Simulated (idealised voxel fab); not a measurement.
Title: Process Module voxel capacitor over wiring
Xsec cut, 140 nm wide, square cell size 5 nm.
When this document writes out a cross-section, it uses a grid of square cells and lists it as bands, beginning at the top and moving down, with a band standing for one or more rows of cells. In this notation a band is specified by the heights of its top and bottom, in that order and in nm, after which its materials appear from left to right, each paired with its width in nm. The word "everywhere" attached to a single material means that material fills the band from edge to edge; the word "empty" stands for empty space. Where do heights start? At 0: under that level the wafer as delivered is made of one material only. And the lowest band has no floor; it just carries on downward, as in "0 nm and below". Top row gets the first number, bottom row gets the second, and each row in between changes by the same step: that is how a band width like "30..40" works. Where a step carries "stayed the same", the cross-section came out of it unchanged, cell for cell. Reported under the label "Tabulated closed voids" are the empty spaces having no open way to the top and comprising 8 cells or more; the notation for each is width x height at distance, in which the distance is measured from the left edge and all three values are in nm. Read whatever lies past the settings on a step's line as the simulator's own remark about the step. overlay nm, on a step with a mask: how far to the right of its planned place the mask lay; to the left if negative.
These are the steps we planned for the process:
step 1: RECEIVE with material Si
step 2: CONFORMAL_DEP with material SiO2, thk nm 10
step 3: DIRECTIONAL_DEP with material TiN, thk nm 5
step 4: DIRECTIONAL_DEP with material Ru, thk nm 15
step 5: MASKED_ETCH with tone cover, mask id METAL_1, width nm 20, pitch nm 80, etch materials Ru, depth nm 15, overlay nm 0
step 6: MASKED_ETCH with tone cover, mask id METAL_1, width nm 20, pitch nm 80, etch materials TiN, depth nm 5, overlay nm 0
step 7: CONFORMAL_DEP with material SiCN, thk nm 5
step 8: FILL_DEP with material SiO2, thk nm 10
step 9: CMP with height nm 30
step 10: CONFORMAL_DEP with material SiCN, thk nm 5
step 11: DIRECTIONAL_DEP with material lowk, thk nm 15
step 12: MASKED_ETCH with tone open, mask id PLUG_1, width nm 15, etch materials lowk, depth nm 15, overlay nm 0
step 13: MASKED_ETCH with tone open, mask id PLUG_1, width nm 15, etch materials SiCN, depth nm 5, overlay nm 0
step 14: EPI with material Ru, thk nm 10
step 15: EPI with material Ru, thk nm 10
step 16: DIRECTIONAL_DEP with material TiN, thk nm 10
step 17: DIRECTIONAL_DEP with material SiN, thk nm 5
step 18: DIRECTIONAL_DEP with material TiN, thk nm 5
step 19: PATTERN with tone cover, mask id UPPER_PLATE, material resist, width nm 65, thk nm 15, overlay nm 0
step 20: DIRECTIONAL_ETCH with etch materials TiN, depth nm 5
step 21: DIRECTIONAL_ETCH with etch materials SiN, depth nm 5
step 22: STRIP with etch materials resist
step 23: DIRECTIONAL_DEP with material aC, thk nm 15
step 24: PATTERN with tone cover, mask id LOWER_PLATE, material resist, width nm 75, thk nm 30, overlay nm 0
step 25: DIRECTIONAL_ETCH with etch materials aC, depth nm 15
step 26: STRIP with etch materials resist
step 27: DIRECTIONAL_ETCH with etch materials TiN, depth nm 10
step 28: STRIP with etch materials aC
step 29: FILL_DEP with material SiO2, thk nm 15
step 30: CMP with height nm 80
step 31: PATTERN with tone open, mask id PLUG_2, material resist, width nm 15, thk nm 15, overlay nm 0
step 32: DIRECTIONAL_ETCH with etch materials SiO2, depth nm 10
step 33: STRIP with etch materials resist
step 34: CONFORMAL_DEP with material TiN, thk nm 5
step 35: FILL_DEP with material W, thk nm 5
step 36: CMP with height nm 80
step 37: CONFORMAL_DEP with material SiN, thk nm 5
So this is the incoming wafer in cross-section - it's already been through step 1:
    0 nm and below: Si everywhere
    Tabulated closed voids: none
Module complete - cross-section of the first of two wafers, run according to plan:
    85 nm to 80 nm: SiN everywhere
    80 nm to 75 nm: SiO2 35 nm, then TiN 5 nm, then W 5 nm, then TiN 5 nm, then SiO2 90 nm
    75 nm to 65 nm: SiO2 35..25 nm, then TiN 15..65 nm, then SiO2 90..50 nm
    65 nm to 60 nm: SiO2 25 nm, then SiN 65 nm, then SiO2 50 nm
    60 nm to 50 nm: SiO2 20 nm, then TiN 75 nm, then SiO2 45 nm
    50 nm to 35 nm: lowk 25 nm, then Ru 15 nm, then lowk 100 nm
    35 nm to 30 nm: SiCN 25 nm, then Ru 15 nm, then SiCN 100 nm
    30 nm to 15 nm: SiO2 15 nm, then SiCN 5 nm, then Ru 20 nm, then SiCN 5 nm, then SiO2 50 nm, then SiCN 5 nm, then Ru 20 nm, then SiCN 5 nm, then SiO2 15 nm
    15 nm to 10 nm: SiCN 20 nm, then TiN 20 nm, then SiCN 60 nm, then TiN 20 nm, then SiCN 20 nm
    10 nm to 0 nm: SiO2 everywhere
    0 nm and below: Si everywhere
    Tabulated closed voids: none
Second wafer cross-section at end of module - shared start and plan with the first, one mistake in the run:
    85 nm to 80 nm: SiN everywhere
    80 nm to 75 nm: SiO2 35 nm, then TiN 5 nm, then SiN 50 nm, then SiO2 50 nm
    75 nm to 70 nm: SiO2 20 nm, then TiN 5 nm, then SiO2 10 nm, then TiN 60 nm, then SiO2 45 nm
    70 nm to 65 nm: SiO2 20 nm, then TiN 75 nm, then SiO2 45 nm
    65 nm to 60 nm: lowk 25 nm, then SiN 15 nm, then lowk 100 nm
    60 nm to 50 nm: lowk 25 nm, then TiN 15 nm, then lowk 100 nm
    50 nm to 35 nm: lowk everywhere
    35 nm to 30 nm: SiCN everywhere
    30 nm to 15 nm: SiO2 15 nm, then SiCN 5 nm, then Ru 20 nm, then SiCN 5 nm, then SiO2 50 nm, then SiCN 5 nm, then Ru 20 nm, then SiCN 5 nm, then SiO2 15 nm
    15 nm to 10 nm: SiCN 20 nm, then TiN 20 nm, then SiCN 60 nm, then TiN 20 nm, then SiCN 20 nm
    10 nm to 0 nm: SiO2 everywhere
    0 nm and below: Si everywhere
    Tabulated closed voids: none
What was done differently from what was planned? step 11, plan: ran twice
Final wafer comparison in cells, second versus first, more or fewer per material: -12 Ru, +3 SiCN, -61 SiO2, -13 TiN, -1 W, +84 lowk
